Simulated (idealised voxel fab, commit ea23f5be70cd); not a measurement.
The process module presented herein is designated voxel fin reveal.
Displayed cross-section: cut, width of 175 nm, square cells sized 5 nm.
Format of a cross-section: grid, square cells. Given as bands. Order: top down. Band: one or more rows of cells.
Band: top height; bottom height; in nm. Then, left to right: material with width in nm, for each material. "everywhere": a single material spanning edge to edge. "empty": empty space.
A quick word on heights: they are counted from 0, and under that level the wafer as it came to us is one material throughout. The lowest band is different from the rest in having no bottom; it simply continues downward, written as in "0 down".
A width given as "30..40" starts at the first number in the band's top row and ends at the second number in its bottom row, shifting by an equal amount at every step from row to row.
Step note "identical to before" = no cross-section cell changed.
Listed in "Non-vented voids": every empty space of 8 or more cells without an open way to the top. Form: width x height at distance, the distance being from the left edge, all in nm.
On a step's line, text after the settings is the simulator commenting on that step.
The optional step-line setting "overlay nm" applies to steps with a mask and quantifies how far to the right of its planned location the mask lay, a negative value indicating leftward placement.

The planned process steps are enumerated hereunder:
| 1 | RECEIVE with material Si |
| 2 | CONFORMAL_DEP with material SiN, thk nm 10 |
| 3 | DIRECTIONAL_DEP with material aC, thk nm 10 |
| 4 | PATTERN with tone cover, mask id FINS, material resist, width nm 15, pitch nm 45, thk nm 25, overlay nm 0 |
| 5 | DIRECTIONAL_ETCH with etch materials aC, depth nm 10 |
| 6 | STRIP with etch materials resist |
| 7 | DIRECTIONAL_ETCH with etch materials SiN, depth nm 10 |
| 8 | DIRECTIONAL_ETCH with etch materials Si, depth nm 35 |
| 9 | STRIP with etch materials aC |
| 10 | FILL_DEP with material SiO2, thk nm 15 |
| 11 | CMP with height nm 10 |
| 12 | SELECTIVE_ETCH with etch materials SiO2, depth nm 35 |
| 13 | STRIP with etch materials SiN |

Account of the first of two wafers, which was processed as intended:

Wafer at receipt (post step 1), cross-section:
	0 down: Si everywhere
	Non-vented voids: none

after step 2:
	10 to 0: SiN everywhere
	Below 0 it's all the same as before, nothing changed down there.

after step 3:
	20 to 10: aC everywhere
	Below 10 it's all the same as before, nothing changed down there.

after step 4:
	45 to 20: empty: 35, resist: 15, empty: 30, resist: 15, empty: 30, resist: 15, empty: 35
	Below 20 it's all the same as before, nothing changed down there.

after step 5:
	35 to 20: empty: 35, resist: 15, empty: 30, resist: 15, empty: 30, resist: 15, empty: 35
	20 to 10: empty: 35, aC: 15, empty: 30, aC: 15, empty: 30, aC: 15, empty: 35
	Below 10 it's all the same as before, nothing changed down there.

after step 6:
	20 to 10: empty: 35, aC: 15, empty: 30, aC: 15, empty: 30, aC: 15, empty: 35
	Below 10 it's all the same as before, nothing changed down there.

after step 7:
	20 to 10: empty: 35, aC: 15, empty: 30, aC: 15, empty: 30, aC: 15, empty: 35
	10 to 0: empty: 35, SiN: 15, empty: 30, SiN: 15, empty: 30, SiN: 15, empty: 35
	Below 0 it's all the same as before, nothing changed down there.

after step 8:
	20 to 10: empty: 35, aC: 15, empty: 30, aC: 15, empty: 30, aC: 15, empty: 35
	10 to 0: empty: 35, SiN: 15, empty: 30, SiN: 15, empty: 30, SiN: 15, empty: 35
	0 to -35: empty: 35, Si: 15, empty: 30, Si: 15, empty: 30, Si: 15, empty: 35
	Below -35 it's all the same as before, nothing changed down there.

after step 9:
	10 to 0: empty: 35, SiN: 15, empty: 30, SiN: 15, empty: 30, SiN: 15, empty: 35
	Below 0 it's all the same as before, nothing changed down there.

after step 10:
	25 to 10: SiO2 everywhere
	10 to 0: SiO2: 35, SiN: 15, SiO2: 30, SiN: 15, SiO2: 30, SiN: 15, SiO2: 35
	0 to -35: SiO2: 35, Si: 15, SiO2: 30, Si: 15, SiO2: 30, Si: 15, SiO2: 35
	Below -35 it's all the same as before, nothing changed down there.

after step 11:
	10 to 0: SiO2: 35, SiN: 15, SiO2: 30, SiN: 15, SiO2: 30, SiN: 15, SiO2: 35
	Below 0 it's all the same as before, nothing changed down there.

after step 12:
	10 to 0: empty: 35, SiN: 15, empty: 30, SiN: 15, empty: 30, SiN: 15, empty: 35
	0 to -25: empty: 35, Si: 15, empty: 30, Si: 15, empty: 30, Si: 15, empty: 35
	Below -25 it's all the same as before, nothing changed down there.

after step 13:
	0 to -25: empty: 35, Si: 15, empty: 30, Si: 15, empty: 30, Si: 15, empty: 35
	Below -25 it's all the same as before, nothing changed down there.

It is to be noted that the second wafer proceeded from the same initial state and according to the same plan as the first, although one mistake was committed in its execution; through step 7, inclusive, the two wafers share an identical history:

Second wafer at the planned finish of step 8, seen in cross-section:
	20 to 10: empty: 35, aC: 15, empty: 30, aC: 15, empty: 30, aC: 15, empty: 35
	10 to 0: empty: 35, SiN: 15, empty: 30, SiN: 15, empty: 30, SiN: 15, empty: 35
	0 to -40: empty: 35, Si: 15, empty: 30, Si: 15, empty: 30, Si: 15, empty: 35
	Below -40 it's all the same as before, nothing changed down there.

Second wafer at the planned finish of step 9, seen in cross-section:
	10 to 0: empty: 35, SiN: 15, empty: 30, SiN: 15, empty: 30, SiN: 15, empty: 35
	Below 0 it's all the same as before, nothing changed down there.

Second wafer at the planned finish of step 10, seen in cross-section:
	25 to 10: SiO2 everywhere
	10 to 0: SiO2: 35, SiN: 15, SiO2: 30, SiN: 15, SiO2: 30, SiN: 15, SiO2: 35
	0 to -40: SiO2: 35, Si: 15, SiO2: 30, Si: 15, SiO2: 30, Si: 15, SiO2: 35
	Below -40 it's all the same as before, nothing changed down there.

Second wafer at the planned finish of step 11, seen in cross-section:
	10 to 0: SiO2: 35, SiN: 15, SiO2: 30, SiN: 15, SiO2: 30, SiN: 15, SiO2: 35
	Below 0 it's all the same as before, nothing changed down there.

Second wafer at the planned finish of step 12, seen in cross-section:
	10 to 0: empty: 35, SiN: 15, empty: 30, SiN: 15, empty: 30, SiN: 15, empty: 35
	0 to -25: empty: 35, Si: 15, empty: 30, Si: 15, empty: 30, Si: 15, empty: 35
	Below -25 it's all the same as before, nothing changed down there.

Second wafer at the planned finish of step 13, seen in cross-section:
	0 to -25: empty: 35, Si: 15, empty: 30, Si: 15, empty: 30, Si: 15, empty: 35
	Below -25 it's all the same as before, nothing changed down there.
What went wrong in running the wafer? step 8 was processed under conditions differing from the plan, specifically as DIRECTIONAL_ETCH with etch materials Si, depth nm 40
Bottom line after processing is that, in cells, the second wafer is up or down on some materials versus the first: 26 fewer of Si; 26 more of SiO2
